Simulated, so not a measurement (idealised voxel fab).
process module | voxel air gaps
cross-section cut | 285 nm wide | cells 5 nm
A cross-section is a grid of square cells, given in bands from the top down. A band is one or more rows of cells.
Each band's line starts with the height of the band's top and of its bottom, in nm. Then come its materials from left to right, each with its width in nm. One material with "throughout" fills the band from edge to edge. "air" is empty space.
Height 0 is the level under which the wafer as received is all one material. The lowest band goes on downwards, as in "0 down".
A width such as "30 to 40" changes by the same amount from each row of cells to the next, from the band's top row to its bottom row.
"no change" after a step means that no cell of the cross-section changed.
closed voids: empty space of 8 cells or more with no open way to the top, each as width x height at its distance from the left edge, in nm
after a step's settings: what the simulator itself notes on the step
overlay nm, on a step with a mask: how far to the right of its planned place the mask lay; to the left if negative
plan
1 op RECEIVE | material Si
2 op CONFORMAL_DEP | material SiO2 | thk nm 15
3 op CONFORMAL_DEP | material SiN | thk nm 5
4 op DIRECTIONAL_DEP | material lowk | thk nm 30
5 op MASKED_ETCH | tone open | mask id LINES | width nm 20 | pitch nm 50 | etch materials lowk | depth nm 30 | overlay nm 0
6 op CONFORMAL_DEP | material TiN | thk nm 5
7 op FILL_DEP | material Cu | thk nm 10
8 op CMP | height nm 50
9 op EPI | material Ru | thk nm 10
10 op SELECTIVE_ETCH | etch materials lowk | depth nm 40
11 op CONFORMAL_DEP | material SiCN | thk nm 5
as received, after step 1
  0 down: Si throughout
  closed voids: none
a wafer at the end: this start, this plan, one mistake
  65 to 60: air 45 | SiCN 45 | air 5 | SiCN 45 | air 5 | SiCN 45 | air 5 | SiCN 45 | air 45
  60 to 50: air 45 | SiCN 5 | Ru 35 | SiCN 5 | air 5 | SiCN 5 | Ru 35 | SiCN 5 | air 5 | SiCN 5 | Ru 35 | SiCN 5 | air 5 | SiCN 5 | Ru 35 | SiCN 5 | air 45
  50 to 45: air 45 | SiCN 15 | TiN 5 | Cu 5 | TiN 5 | SiCN 15 | air 5 | SiCN 15 | TiN 5 | Cu 5 | TiN 5 | SiCN 15 | air 5 | SiCN 15 | TiN 5 | Cu 5 | TiN 5 | SiCN 15 | air 5 | SiCN 15 | TiN 5 | Cu 5 | TiN 5 | SiCN 15 | air 45
  45 to 25: air 55 | SiCN 5 | TiN 5 | Cu 5 | TiN 5 | SiCN 5 | air 25 | SiCN 5 | TiN 5 | Cu 5 | TiN 5 | SiCN 5 | air 25 | SiCN 5 | TiN 5 | Cu 5 | TiN 5 | SiCN 5 | air 25 | SiCN 5 | TiN 5 | Cu 5 | TiN 5 | SiCN 5 | air 55
  25 to 20: SiCN 60 | TiN 15 | SiCN 35 | TiN 15 | SiCN 35 | TiN 15 | SiCN 35 | TiN 15 | SiCN 60
  20 to 15: SiN throughout
  15 to 0: SiO2 throughout
  0 down: Si throughout
  closed voids: none
what went wrong: step 5 ran as: op MASKED_ETCH | tone open | mask id LINES | width nm 15 | pitch nm 50 | etch materials lowk | depth nm 30 | overlay nm 0
